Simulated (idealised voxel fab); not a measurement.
process module | voxel wiring stack
Section cut is 270 nm wide and gridded with 5 nm square cells.
The cross-sections in this document take the form of a grid made of square cells. They are written out as bands, in order from top to bottom. Each band consists of one or more rows of cells. Basically the band line says how high the top is and how high the bottom is, in nm, and then what's in it from left to right, every material with its width in nm. Empty space shows up as "blank", and if a single material carries "full width" it runs the full band edge to edge. Zero point of the height axis is 0; under it, received wafer = one material. Lowest band: continues down indefinitely, "0 down". A width such as "30 to 40" changes by the same amount from each row of cells to the next, from the band's top row to its bottom row. "no change" for a step: no cell of the cross-section changed in that step. This entry, "Closed void list", enumerates those empty regions of no fewer than 8 cells that possess no open connection to the top. Each region is reported in the form width x height at distance, the distance being taken from the left edge, with all three quantities expressed in nm. Where a step's line continues beyond its settings, the continuation is a remark by the simulator itself on that step. On any step carrying a mask, the "overlay nm" setting, if present on the step's line, tells how far right of its planned place the mask lay; negative values point to the left.

List of planned process steps:
1: op RECEIVE | material Si
2: op CONFORMAL_DEP | material SiO2 | thk nm 10
3: op DIRECTIONAL_DEP | material TiN | thk nm 5
4: op DIRECTIONAL_DEP | material W | thk nm 20
5: op MASKED_ETCH | tone cover | mask id METAL_1 | width nm 25 | pitch nm 55 | etch materials W | depth nm 20 | overlay nm 0
6: op MASKED_ETCH | tone cover | mask id METAL_1 | width nm 25 | pitch nm 55 | etch materials TiN | depth nm 5 | overlay nm 0
7: op CONFORMAL_DEP | material SiCN | thk nm 5
8: op FILL_DEP | material SiO2 | thk nm 5
9: op CMP | height nm 35
10: op CONFORMAL_DEP | material SiCN | thk nm 5
11: op DIRECTIONAL_DEP | material lowk | thk nm 15
12: op DIRECTIONAL_DEP | material aC | thk nm 15
13: op PATTERN | tone open | mask id PLUG_1 | material resist | width nm 15 | pitch nm 55 | thk nm 30 | overlay nm 0
14: op DIRECTIONAL_ETCH | etch materials aC | depth nm 15
15: op STRIP | etch materials resist
16: op DIRECTIONAL_ETCH | etch materials lowk | depth nm 15
17: op DIRECTIONAL_ETCH | etch materials SiCN | depth nm 5
18: op STRIP | etch materials aC
19: op CONFORMAL_DEP | material TiN | thk nm 5
20: op FILL_DEP | material Cu | thk nm 10
21: op CMP | height nm 55
22: op DIRECTIONAL_DEP | material TiN | thk nm 5
23: op DIRECTIONAL_DEP | material Ru | thk nm 20
24: op DIRECTIONAL_DEP | material aC | thk nm 15
25: op PATTERN | tone cover | mask id METAL_2 | material resist | width nm 25 | pitch nm 55 | thk nm 35 | overlay nm 0
26: op DIRECTIONAL_ETCH | etch materials aC | depth nm 15
27: op STRIP | etch materials resist
28: op DIRECTIONAL_ETCH | etch materials Ru | depth nm 20
29: op DIRECTIONAL_ETCH | etch materials TiN | depth nm 5
30: op STRIP | etch materials aC
31: op FILL_DEP | material SiO2 | thk nm 5
32: op CMP | height nm 80
33: op CONFORMAL_DEP | material SiCN | thk nm 5
34: op DIRECTIONAL_DEP | material lowk | thk nm 30
35: op PATTERN | tone open | mask id METAL_3 | material resist | width nm 25 | pitch nm 55 | thk nm 20 | overlay nm 0
36: op DIRECTIONAL_ETCH | etch materials lowk | depth nm 15
37: op STRIP | etch materials resist
38: op DIRECTIONAL_DEP | material aC | thk nm 15
39: op PATTERN | tone open | mask id METAL_3_HOLES | material resist | width nm 15 | thk nm 35 | overlay nm 0
40: op DIRECTIONAL_ETCH | etch materials aC | depth nm 15
41: op STRIP | etch materials resist
42: op DIRECTIONAL_ETCH | etch materials lowk | depth nm 15
43: op DIRECTIONAL_ETCH | etch materials SiCN | depth nm 5
44: op STRIP | etch materials aC
45: op CONFORMAL_DEP | material TiN | thk nm 5
46: op FILL_DEP | material Cu | thk nm 10
47: op CMP | height nm 115
48: op CONFORMAL_DEP | material SiN | thk nm 5

Account of the first of two wafers, which was processed as intended:

Cross-section, incoming material, after step 1:
  0 down  Si full width
  Closed void list: none

Once step 2 is through, the wafer looks like this in cross-section:
  10 to 0  SiO2 full width
  Below 0 it's all the same as before, nothing changed down there.

Once step 3 is through, the wafer looks like this in cross-section:
  15 to 10  TiN full width
  Below 10 it's all the same as before, nothing changed down there.

Once step 4 is through, the wafer looks like this in cross-section:
  35 to 15  W full width
  Below 15 it's all the same as before, nothing changed down there.

Once step 5 is through, the wafer looks like this in cross-section:
  35 to 15  blank 95 / W 25 / blank 30 / W 25 / blank 95
  Below 15 it's all the same as before, nothing changed down there.

Once step 6 is through, the wafer looks like this in cross-section:
  35 to 15  blank 95 / W 25 / blank 30 / W 25 / blank 95
  15 to 10  blank 95 / TiN 25 / blank 30 / TiN 25 / blank 95
  Below 10 it's all the same as before, nothing changed down there.

Once step 7 is through, the wafer looks like this in cross-section:
  40 to 35  blank 90 / SiCN 35 / blank 20 / SiCN 35 / blank 90
  35 to 15  blank 90 / SiCN 5 / W 25 / SiCN 5 / blank 20 / SiCN 5 / W 25 / SiCN 5 / blank 90
  15 to 10  SiCN 95 / TiN 25 / SiCN 30 / TiN 25 / SiCN 95
  Below 10 it's all the same as before, nothing changed down there.

Once step 8 is through, the wafer looks like this in cross-section:
  45 to 40  SiO2 full width
  40 to 35  SiO2 90 / SiCN 35 / SiO2 20 / SiCN 35 / SiO2 90
  35 to 15  SiO2 90 / SiCN 5 / W 25 / SiCN 5 / SiO2 20 / SiCN 5 / W 25 / SiCN 5 / SiO2 90
  Below 15 it's all the same as before, nothing changed down there.

Once step 9 is through, the wafer looks like this in cross-section:
  35 to 15  SiO2 90 / SiCN 5 / W 25 / SiCN 5 / SiO2 20 / SiCN 5 / W 25 / SiCN 5 / SiO2 90
  Below 15 it's all the same as before, nothing changed down there.

Once step 10 is through, the wafer looks like this in cross-section:
  40 to 35  SiCN full width
  Below 35 it's all the same as before, nothing changed down there.

Once step 11 is through, the wafer looks like this in cross-section:
  55 to 40  lowk full width
  Below 40 it's all the same as before, nothing changed down there.

Once step 12 is through, the wafer looks like this in cross-section:
  70 to 55  aC full width
  Below 55 it's all the same as before, nothing changed down there.

Once step 13 is through, the wafer looks like this in cross-section:
  100 to 70  resist 95 / blank 15 / resist 40 / blank 15 / resist 105
  Below 70 it's all the same as before, nothing changed down there.

Once step 14 is through, the wafer looks like this in cross-section:
  85 to 70  resist 95 / blank 15 / resist 40 / blank 15 / resist 105
  70 to 55  aC 95 / blank 15 / aC 40 / blank 15 / aC 105
  Below 55 it's all the same as before, nothing changed down there.

Once step 15 is through, the wafer looks like this in cross-section:
  70 to 55  aC 95 / blank 15 / aC 40 / blank 15 / aC 105
  Below 55 it's all the same as before, nothing changed down there.

Once step 16 is through, the wafer looks like this in cross-section:
  70 to 55  aC 95 / blank 15 / aC 40 / blank 15 / aC 105
  55 to 40  lowk 95 / blank 15 / lowk 40 / blank 15 / lowk 105
  Below 40 it's all the same as before, nothing changed down there.

Once step 17 is through, the wafer looks like this in cross-section:
  70 to 55  aC 95 / blank 15 / aC 40 / blank 15 / aC 105
  55 to 40  lowk 95 / blank 15 / lowk 40 / blank 15 / lowk 105
  40 to 35  SiCN 95 / blank 15 / SiCN 40 / blank 15 / SiCN 105
  Below 35 it's all the same as before, nothing changed down there.

Once step 18 is through, the wafer looks like this in cross-section:
  55 to 40  lowk 95 / blank 15 / lowk 40 / blank 15 / lowk 105
  Below 40 it's all the same as before, nothing changed down there.

Once step 19 is through, the wafer looks like this in cross-section:
  60 to 55  TiN 100 / blank 5 / TiN 50 / blank 5 / TiN 110
  55 to 40  lowk 95 / TiN 5 / blank 5 / TiN 5 / lowk 40 / TiN 5 / blank 5 / TiN 5 / lowk 105
  40 to 35  SiCN 95 / TiN 15 / SiCN 40 / TiN 15 / SiCN 105
  Below 35 it's all the same as before, nothing changed down there.

Once step 20 is through, the wafer looks like this in cross-section:
  70 to 60  Cu full width
  60 to 55  TiN 100 / Cu 5 / TiN 50 / Cu 5 / TiN 110
  55 to 40  lowk 95 / TiN 5 / Cu 5 / TiN 5 / lowk 40 / TiN 5 / Cu 5 / TiN 5 / lowk 105
  Below 40 it's all the same as before, nothing changed down there.

Once step 21 is through, the wafer looks like this in cross-section:
  55 to 40  lowk 95 / TiN 5 / Cu 5 / TiN 5 / lowk 40 / TiN 5 / Cu 5 / TiN 5 / lowk 105
  Below 40 it's all the same as before, nothing changed down there.

Once step 22 is through, the wafer looks like this in cross-section:
  60 to 55  TiN full width
  Below 55 it's all the same as before, nothing changed down there.

Once step 23 is through, the wafer looks like this in cross-section:
  80 to 60  Ru full width
  Below 60 it's all the same as before, nothing changed down there.

Once step 24 is through, the wafer looks like this in cross-section:
  95 to 80  aC full width
  Below 80 it's all the same as before, nothing changed down there.

Once step 25 is through, the wafer looks like this in cross-section:
  130 to 95  blank 95 / resist 25 / blank 30 / resist 25 / blank 95
  Below 95 it's all the same as before, nothing changed down there.

Once step 26 is through, the wafer looks like this in cross-section:
  115 to 95  blank 95 / resist 25 / blank 30 / resist 25 / blank 95
  95 to 80  blank 95 / aC 25 / blank 30 / aC 25 / blank 95
  Below 80 it's all the same as before, nothing changed down there.

Once step 27 is through, the wafer looks like this in cross-section:
  95 to 80  blank 95 / aC 25 / blank 30 / aC 25 / blank 95
  Below 80 it's all the same as before, nothing changed down there.

Once step 28 is through, the wafer looks like this in cross-section:
  95 to 80  blank 95 / aC 25 / blank 30 / aC 25 / blank 95
  80 to 60  blank 95 / Ru 25 / blank 30 / Ru 25 / blank 95
  Below 60 it's all the same as before, nothing changed down there.

Once step 29 is through, the wafer looks like this in cross-section:
  95 to 80  blank 95 / aC 25 / blank 30 / aC 25 / blank 95
  80 to 60  blank 95 / Ru 25 / blank 30 / Ru 25 / blank 95
  60 to 55  blank 95 / TiN 25 / blank 30 / TiN 25 / blank 95
  Below 55 it's all the same as before, nothing changed down there.

Once step 30 is through, the wafer looks like this in cross-section:
  80 to 60  blank 95 / Ru 25 / blank 30 / Ru 25 / blank 95
  Below 60 it's all the same as before, nothing changed down there.

Once step 31 is through, the wafer looks like this in cross-section:
  85 to 80  SiO2 full width
  80 to 60  SiO2 95 / Ru 25 / SiO2 30 / Ru 25 / SiO2 95
  60 to 55  SiO2 95 / TiN 25 / SiO2 30 / TiN 25 / SiO2 95
  Below 55 it's all the same as before, nothing changed down there.

Once step 32 is through, the wafer looks like this in cross-section:
  80 to 60  SiO2 95 / Ru 25 / SiO2 30 / Ru 25 / SiO2 95
  Below 60 it's all the same as before, nothing changed down there.

Once step 33 is through, the wafer looks like this in cross-section:
  85 to 80  SiCN full width
  Below 80 it's all the same as before, nothing changed down there.

Once step 34 is through, the wafer looks like this in cross-section:
  115 to 85  lowk full width
  Below 85 it's all the same as before, nothing changed down there.

Once step 35 is through, the wafer looks like this in cross-section:
  135 to 115  resist 95 / blank 25 / resist 30 / blank 25 / resist 95
  Below 115 it's all the same as before, nothing changed down there.

Once step 36 is through, the wafer looks like this in cross-section:
  135 to 115  resist 95 / blank 25 / resist 30 / blank 25 / resist 95
  115 to 100  lowk 95 / blank 25 / lowk 30 / blank 25 / lowk 95
  Below 100 it's all the same as before, nothing changed down there.

Once step 37 is through, the wafer looks like this in cross-section:
  115 to 100  lowk 95 / blank 25 / lowk 30 / blank 25 / lowk 95
  Below 100 it's all the same as before, nothing changed down there.

Once step 38 is through, the wafer looks like this in cross-section:
  130 to 115  aC 95 / blank 25 / aC 30 / blank 25 / aC 95
  115 to 100  lowk 95 / aC 25 / lowk 30 / aC 25 / lowk 95
  Below 100 it's all the same as before, nothing changed down there.

Once step 39 is through, the wafer looks like this in cross-section:
  165 to 130  resist 95 / blank 15 / resist 160
  130 to 115  aC 95 / blank 15 / resist 10 / aC 30 / resist 25 / aC 95
  Below 115 it's all the same as before, nothing changed down there.

Once step 40 is through, the wafer looks like this in cross-section:
  150 to 130  resist 95 / blank 15 / resist 160
  130 to 115  aC 95 / blank 15 / resist 10 / aC 30 / resist 25 / aC 95
  115 to 100  lowk 95 / blank 15 / aC 10 / lowk 30 / aC 25 / lowk 95
  Below 100 it's all the same as before, nothing changed down there.

Once step 41 is through, the wafer looks like this in cross-section:
  130 to 115  aC 95 / blank 25 / aC 30 / blank 25 / aC 95
  Below 115 it's all the same as before, nothing changed down there.

Once step 42 is through, the wafer looks like this in cross-section:
  130 to 115  aC 95 / blank 25 / aC 30 / blank 25 / aC 95
  115 to 100  lowk 95 / blank 15 / aC 10 / lowk 30 / aC 25 / lowk 95
  100 to 85  lowk 95 / blank 15 / lowk 160
  Below 85 it's all the same as before, nothing changed down there.

Once step 43 is through, the wafer looks like this in cross-section:
  130 to 115  aC 95 / blank 25 / aC 30 / blank 25 / aC 95
  115 to 100  lowk 95 / blank 15 / aC 10 / lowk 30 / aC 25 / lowk 95
  100 to 85  lowk 95 / blank 15 / lowk 160
  85 to 80  SiCN 95 / blank 15 / SiCN 160
  Below 80 it's all the same as before, nothing changed down there.

Once step 44 is through, the wafer looks like this in cross-section:
  115 to 100  lowk 95 / blank 25 / lowk 30 / blank 25 / lowk 95
  Below 100 it's all the same as before, nothing changed down there.

Once step 45 is through, the wafer looks like this in cross-section:
  120 to 115  TiN 100 / blank 15 / TiN 40 / blank 15 / TiN 100
  115 to 105  lowk 95 / TiN 5 / blank 15 / TiN 5 / lowk 30 / TiN 5 / blank 15 / TiN 5 / lowk 95
  105 to 100  lowk 95 / TiN 5 / blank 5 / TiN 15 / lowk 30 / TiN 25 / lowk 95
  100 to 85  lowk 95 / TiN 5 / blank 5 / TiN 5 / lowk 160
  85 to 80  SiCN 95 / TiN 15 / SiCN 160
  Below 80 it's all the same as before, nothing changed down there.

Once step 46 is through, the wafer looks like this in cross-section:
  130 to 120  Cu full width
  120 to 115  TiN 100 / Cu 15 / TiN 40 / Cu 15 / TiN 100
  115 to 105  lowk 95 / TiN 5 / Cu 15 / TiN 5 / lowk 30 / TiN 5 / Cu 15 / TiN 5 / lowk 95
  105 to 100  lowk 95 / TiN 5 / Cu 5 / TiN 15 / lowk 30 / TiN 25 / lowk 95
  100 to 85  lowk 95 / TiN 5 / Cu 5 / TiN 5 / lowk 160
  Below 85 it's all the same as before, nothing changed down there.

Once step 47 is through, the wafer looks like this in cross-section:
  115 to 105  lowk 95 / TiN 5 / Cu 15 / TiN 5 / lowk 30 / TiN 5 / Cu 15 / TiN 5 / lowk 95
  Below 105 it's all the same as before, nothing changed down there.

Once step 48 is through, the wafer looks like this in cross-section:
  120 to 115  SiN full width
  Below 115 it's all the same as before, nothing changed down there.

The Second Wafer: Common Origin and Plan, One Mistake in Execution, Identical to the First Through Step 38:

X-section, second wafer, when step 39 was due to finish:
  165 to 130  blank 95 / resist 15 / blank 160
  130 to 115  aC 95 / resist 15 / blank 10 / aC 30 / blank 25 / aC 95
  Below 115 it's all the same as before, nothing changed down there.

X-section, second wafer, when step 40 was due to finish:
  150 to 115  blank 95 / resist 15 / blank 160
  115 to 100  lowk 95 / aC 15 / blank 10 / lowk 30 / blank 25 / lowk 95
  Below 100 it's all the same as before, nothing changed down there.

X-section, second wafer, when step 41 was due to finish:
  115 to 100  lowk 95 / aC 15 / blank 10 / lowk 30 / blank 25 / lowk 95
  Below 100 it's all the same as before, nothing changed down there.

X-section, second wafer, when step 42 was due to finish:
  115 to 100  blank 95 / aC 15 / blank 160
  100 to 85  lowk 110 / blank 10 / lowk 30 / blank 25 / lowk 95
  Below 85 it's all the same as before, nothing changed down there.

X-section, second wafer, when step 43 was due to finish:
  115 to 100  blank 95 / aC 15 / blank 160
  100 to 85  lowk 110 / blank 10 / lowk 30 / blank 25 / lowk 95
  85 to 80  SiCN 110 / blank 10 / SiCN 30 / blank 25 / SiCN 95
  Below 80 it's all the same as before, nothing changed down there.

X-section, second wafer, when step 44 was due to finish:
  100 to 85  lowk 110 / blank 10 / lowk 30 / blank 25 / lowk 95
  Below 85 it's all the same as before, nothing changed down there.

X-section, second wafer, when step 45 was due to finish:
  105 to 100  TiN 155 / blank 15 / TiN 100
  100 to 85  lowk 110 / TiN 10 / lowk 30 / TiN 5 / blank 15 / TiN 5 / lowk 95
  85 to 80  SiCN 110 / TiN 10 / SiCN 30 / TiN 25 / SiCN 95
  Below 80 it's all the same as before, nothing changed down there.

X-section, second wafer, when step 46 was due to finish:
  115 to 105  Cu full width
  105 to 100  TiN 155 / Cu 15 / TiN 100
  100 to 85  lowk 110 / TiN 10 / lowk 30 / TiN 5 / Cu 15 / TiN 5 / lowk 95
  Below 85 it's all the same as before, nothing changed down there.

X-section, second wafer, when step 47 was due to finish: no change

X-section, second wafer, when step 48 was due to finish:
  120 to 115  SiN full width
  Below 115 it's all the same as before, nothing changed down there.
Misprocessing identified: rather than as planned, step 39 actually ran as op PATTERN | tone cover | mask id METAL_3_HOLES | material resist | width nm 15 | thk nm 35 | overlay nm 0
at the end the second wafer has, in cells: Cu +104 | SiCN -4 | TiN +44 | lowk -144
